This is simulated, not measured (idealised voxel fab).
process module | voxel self aligned contacts
cross-section cut | 235 nm wide | cells 5 nm
A cross-section is a grid of square cells, given in bands from the top down. A band is one or more rows of cells.
Each band's line starts with the height of the band's top and of its bottom, in nm. Then come its materials from left to right, each with its width in nm. One material with "throughout" fills the band from edge to edge. "air" is empty space.
Height 0 is the level under which the wafer as received is all one material. The lowest band goes on downwards, as in "0 down".
A width such as "30 to 40" changes by the same amount from each row of cells to the next, from the band's top row to its bottom row.
"no change" after a step means that no cell of the cross-section changed.
closed voids: empty space of 8 cells or more with no open way to the top, each as width x height at its distance from the left edge, in nm
after a step's settings: what the simulator itself notes on the step
overlay nm, on a step with a mask: how far to the right of its planned place the mask lay; to the left if negative
plan
1 op RECEIVE | material Si
2 op CONFORMAL_DEP | material SiO2 | thk nm 5
3 op DIRECTIONAL_DEP | material polySi | thk nm 30
4 op DIRECTIONAL_DEP | material SiN | thk nm 20
5 op DIRECTIONAL_DEP | material aC | thk nm 10
6 op PATTERN | tone cover | mask id GATE | material resist | width nm 30 | pitch nm 65 | thk nm 25 | overlay nm 0
7 op DIRECTIONAL_ETCH | etch materials aC | depth nm 10
8 op STRIP | etch materials resist
9 op DIRECTIONAL_ETCH | etch materials SiN | depth nm 20
10 op DIRECTIONAL_ETCH | etch materials polySi | depth nm 30
11 op STRIP | etch materials aC
12 op CONFORMAL_DEP | material SiN | thk nm 10
13 op DIRECTIONAL_ETCH | etch materials SiN | depth nm 10
14 op FILL_DEP | material SiO2 | thk nm 15
15 op CMP | height nm 65
16 op PATTERN | tone open | mask id CONTACT | material resist | width nm 35 | thk nm 20 | overlay nm 0
17 op DIRECTIONAL_ETCH | etch materials SiO2 | depth nm 65
18 op STRIP | etch materials resist
19 op CONFORMAL_DEP | material TiN | thk nm 5
20 op FILL_DEP | material Ru | thk nm 5
21 op CMP | height nm 65
22 op CONFORMAL_DEP | material SiN | thk nm 5
varied across the wafers: width nm of step 16. The plan shows the first wafer's value. All wafers start alike
first wafer as received, after step 1
  0 down: Si throughout
  closed voids: none
first wafer at the end, after step 22
  70 to 65: SiN throughout
  65 to 55: SiO2 100 | TiN 5 to 15 | Ru 25 to 5 | TiN 5 to 15 | SiO2 100
  55 to 35: SiO2 60 | SiN 50 | TiN 5 | Ru 5 | TiN 5 | SiN 50 | SiO2 60
  35 to 5: SiO2 60 | SiN 10 | polySi 30 | SiN 10 | TiN 5 | Ru 5 | TiN 5 | SiN 10 | polySi 30 | SiN 10 | SiO2 60
  5 to 0: SiO2 110 | TiN 15 | SiO2 110
  0 down: Si throughout
  closed voids: none
last wafer at the end
  70 to 65: SiN throughout
  65 to 55: SiO2 90 | TiN 5 to 25 | Ru 50 to 5 | TiN 5 to 30 | SiO2 85
  55 to 35: SiO2 60 | SiN 50 | TiN 5 | Ru 5 | TiN 5 | SiN 50 | SiO2 60
  35 to 5: SiO2 60 | SiN 10 | polySi 30 | SiN 10 | TiN 5 | Ru 5 | TiN 5 | SiN 10 | polySi 30 | SiN 10 | SiO2 60
  5 to 0: SiO2 110 | TiN 15 | SiO2 110
  0 down: Si throughout
  closed voids: none
each wafer at the end: cells of each material gained (+) or lost (-) since it was received, then its closed voids
width nm 35 | +16 Ru | +175 SiN | +364 SiO2 | +31 TiN | +72 polySi | closed voids: none
width nm 40 | +17 Ru | +175 SiN | +362 SiO2 | +32 TiN | +72 polySi | closed voids: none
width nm 45 | +18 Ru | +175 SiN | +360 SiO2 | +33 TiN | +72 polySi | closed voids: none
width nm 50 | +19 Ru | +175 SiN | +358 SiO2 | +34 TiN | +72 polySi | closed voids: none
width nm 55 | +20 Ru | +175 SiN | +356 SiO2 | +35 TiN | +72 polySi | closed voids: none
width nm 60 | +21 Ru | +175 SiN | +354 SiO2 | +36 TiN | +72 polySi | closed voids: none
